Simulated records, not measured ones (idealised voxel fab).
The following is a process module called voxel transistor to metal.
Section shown: cut. Width: 200 nm. Cell size: 5 nm, square.
How to read a cross-section here: the picture is a grid of square cells, written as bands going from the top down, and any band can span one or more rows of cells. Look at the band entry: it leads with the top's height and the bottom's height in nm. Then it lists the materials left to right, with a width in nm for each. The word "all across" on a single material says that material fills the band edge to edge. The word "air" is empty space. Measure heights from 0. That's the level where, below it, the as-received wafer is all one material. The lowest band is bottomless and extends downward; write it as in "0 down". You'd read "30->40" like this: the band's top row of cells is as wide as the first number, its bottom row is as wide as the second, and going down, every row changes width by the same amount as the row before did. "remained the same" for a step: no cell of the cross-section changed in that step. Under "Completely enclosed voids" you'll find the enclosed gaps, the ones with no way out to the top, that are 8 cells or bigger; each reads width x height at distance, with distance counted from the left edge, everything in nm. Where a step's line continues beyond its settings, the continuation is a remark by the simulator itself on that step. The setting "overlay nm" may be written on the line of a step. When the step uses a mask, the value reports how far to the right of the planned place the mask lay, and a negative value reports that it lay to the left.

### Below is the list of planned process steps
1. op RECEIVE | material Si
2. op CONFORMAL_DEP | material SiO2 | thk nm 5
3. op CONFORMAL_DEP | material SiN | thk nm 15
4. op MASKED_ETCH | tone cover | mask id ACTIVE | width nm 110 | etch materials SiN | depth nm 15 | overlay nm 0
5. op MASKED_ETCH | tone cover | mask id ACTIVE | width nm 110 | etch materials SiO2 | depth nm 5 | overlay nm 0
6. op MASKED_ETCH | tone cover | mask id ACTIVE | width nm 110 | etch materials Si | depth nm 30 | overlay nm 0
7. op FILL_DEP | material SiO2 | thk nm 15
8. op CMP | height nm 20
9. op SELECTIVE_ETCH | etch materials SiO2 | depth nm 5
10. op STRIP | etch materials SiN
11. op SELECTIVE_ETCH | etch materials SiO2 | depth nm 5
12. op OXIDIZE | depth nm 5
13. op DIRECTIONAL_DEP | material polySi | thk nm 20
14. op DIRECTIONAL_DEP | material SiCN | thk nm 10
15. op PATTERN | tone cover | mask id GATE | material resist | width nm 20 | thk nm 20 | overlay nm 0
16. op DIRECTIONAL_ETCH | etch materials SiCN | depth nm 20
17. op DIRECTIONAL_ETCH | etch materials polySi | depth nm 30
18. op STRIP | etch materials resist
19. op CONFORMAL_DEP | material SiN | thk nm 5
20. op DIRECTIONAL_ETCH | etch materials SiN | depth nm 5
21. op DIRECTIONAL_ETCH | etch materials SiO2 | depth nm 5
22. op DIRECTIONAL_ETCH | etch materials Si | depth nm 10
23. op EPI | material SiGe | thk nm 10
24. op FILL_DEP | material SiO2 | thk nm 10
25. op CMP | height nm 30
26. op DIRECTIONAL_DEP | material SiO2 | thk nm 10
27. op MASKED_ETCH | tone open | mask id CONTACT | width nm 15 | pitch nm 75 | etch materials SiO2 | depth nm 45 | overlay nm 0
28. op CONFORMAL_DEP | material TiN | thk nm 5
29. op FILL_DEP | material W | thk nm 10
30. op CMP | height nm 40
31. op CONFORMAL_DEP | material SiCN | thk nm 5
32. op DIRECTIONAL_DEP | material lowk | thk nm 10
33. op MASKED_ETCH | tone open | mask id METAL_1 | width nm 15 | pitch nm 75 | etch materials lowk | depth nm 20 | overlay nm 0
34. op MASKED_ETCH | tone open | mask id METAL_1 | width nm 15 | pitch nm 75 | etch materials SiCN | depth nm 5 | overlay nm 0
35. op CONFORMAL_DEP | material TiN | thk nm 5
36. op FILL_DEP | material Cu | thk nm 5
37. op CMP | height nm 65
38. op EPI | material Ru | thk nm 5
39. op FILL_DEP | material SiCN | thk nm 5
The plan's step 32 thk nm is the first wafer's value; the wafers differ in this setting and start identical.

### The as-received cross-section of the first of several wafers corresponds to the state after step 1
    0 down: Si all across
    Completely enclosed voids: none

### Below is a per-wafer table. In it, each row describes the wafer at the end of the module by giving, for each material, the number of cells gained (+) or lost (-) since the wafer was received, and after that the closed voids of the wafer
thk nm 10 | +46 Cu | +40 Ru | -162 Si | +82 SiCN | +40 SiGe | +16 SiN | +348 SiO2 | +90 TiN | +16 W | +68 lowk | +16 polySi | Completely enclosed voids: none
thk nm 15 | +8 Cu | +40 Ru | -162 Si | +82 SiCN | +40 SiGe | +16 SiN | +348 SiO2 | +94 TiN | +16 W | +102 lowk | +16 polySi | Completely enclosed voids: none
thk nm 20 | +8 Cu | +10 Ru | -162 Si | +112 SiCN | +40 SiGe | +16 SiN | +348 SiO2 | +60 TiN | +16 W | +136 lowk | +16 polySi | Completely enclosed voids: none
thk nm 25 | +4 Cu | +10 Ru | -162 Si | +118 SiCN | +40 SiGe | +16 SiN | +348 SiO2 | +52 TiN | +16 W | +142 lowk | +16 polySi | Completely enclosed voids: none
thk nm 30 | +2 Cu | +10 Ru | -162 Si | +118 SiCN | +40 SiGe | +16 SiN | +348 SiO2 | +48 TiN | +16 W | +148 lowk | +16 polySi | Completely enclosed voids: none
thk nm 35 | +10 Ru | -162 Si | +118 SiCN | +40 SiGe | +16 SiN | +348 SiO2 | +44 TiN | +16 W | +154 lowk | +16 polySi | Completely enclosed voids: none
